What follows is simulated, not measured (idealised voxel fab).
Title: Process Module voxel self aligned contacts
Square cells of 5 nm make up the cross-section cut, whose width is 190 nm.
Cross-section, as written here: a square-cell grid given band by band from the top down, where a band holds one or more rows of cells.
Each band's line starts with the height of the band's top and of its bottom, in nm. Then come its materials from left to right, each with its width in nm. One material with "edge to edge" fills the band from edge to edge. "air" is empty space.
For the purposes of this specification, 0 denotes the height below which the wafer in its as-received condition is composed wholly of one material, and the lowermost band, lacking a lower limit, extends downward without end, as expressed in "z 0 and below".
Top row gets the first number, bottom row gets the second, and each row in between changes by the same step: that is how a band width like "30..40" works.
"no change occurred" after a step means that no cell of the cross-section changed.
Closed empty spaces (no open way to the top) of 8 cells or more are what "Trapped cavities" lists, each as width x height at distance from the left edge, nm for all three.
Heads up: the bit after the settings on a step's line is the simulator's remark on that step.
If you see "overlay nm" on a step's line and that step has a mask, it's telling you how far right of where it was planned the mask ended up; a negative number means it went left instead.
The planned process steps are enumerated hereunder:
1: RECEIVE, material Si
2: OXIDIZE, depth nm 5
3: DIRECTIONAL_DEP, material polySi, thk nm 25
4: DIRECTIONAL_DEP, material SiN, thk nm 25
5: PATTERN, tone cover, mask id GATE, material resist, width nm 25, pitch nm 60, thk nm 20, overlay nm 0
6: DIRECTIONAL_ETCH, etch materials SiN, depth nm 25
7: DIRECTIONAL_ETCH, etch materials polySi, depth nm 25
8: STRIP, etch materials resist
9: CONFORMAL_DEP, material SiN, thk nm 10
10: DIRECTIONAL_ETCH, etch materials SiN, depth nm 10
11: FILL_DEP, material SiO2, thk nm 20
12: CMP, height nm 60
13: DIRECTIONAL_DEP, material aC, thk nm 10
14: PATTERN, tone open, mask id CONTACT, material resist, width nm 45, thk nm 25, overlay nm 0
15: DIRECTIONAL_ETCH, etch materials aC, depth nm 10
16: STRIP, etch materials resist
17: DIRECTIONAL_ETCH, etch materials SiO2, depth nm 65
18: STRIP, etch materials aC
19: CONFORMAL_DEP, material TiN, thk nm 5
20: FILL_DEP, material Ru, thk nm 10
21: CMP, height nm 60
22: CONFORMAL_DEP, material SiCN, thk nm 5
So this is the incoming wafer in cross-section - it's already been through step 1:
* z 0 and below  Si edge to edge
* Trapped cavities: none
Cross-sectional result after module completion. Note: starting condition and plan are unchanged from above; one processing mistake was made:
* z 65 to 60  SiCN edge to edge
* z 60 to 50  SiO2 (70)  TiN (5..10)  Ru (35..5)  TiN (5..30)  SiO2 (75)
* z 50 to 25  SiO2 (30)  SiN (45)  TiN (5)  Ru (5)  TiN (5)  SiN (45)  SiO2 (55)
* z 25 to 0  SiO2 (30)  SiN (10)  polySi (25)  SiN (10)  TiN (5)  Ru (5)  TiN (5)  SiN (10)  polySi (25)  SiN (10)  SiO2 (55)
* z 0 to -5  SiO2 (75)  TiN (15)  SiO2 (100)
* z -5 and below  Si edge to edge
* Trapped cavities: none
What broke from the plan during processing? not per plan at step 5, really ran PATTERN, tone cover, mask id GATE, material resist, width nm 25, pitch nm 60, thk nm 20, overlay nm -10
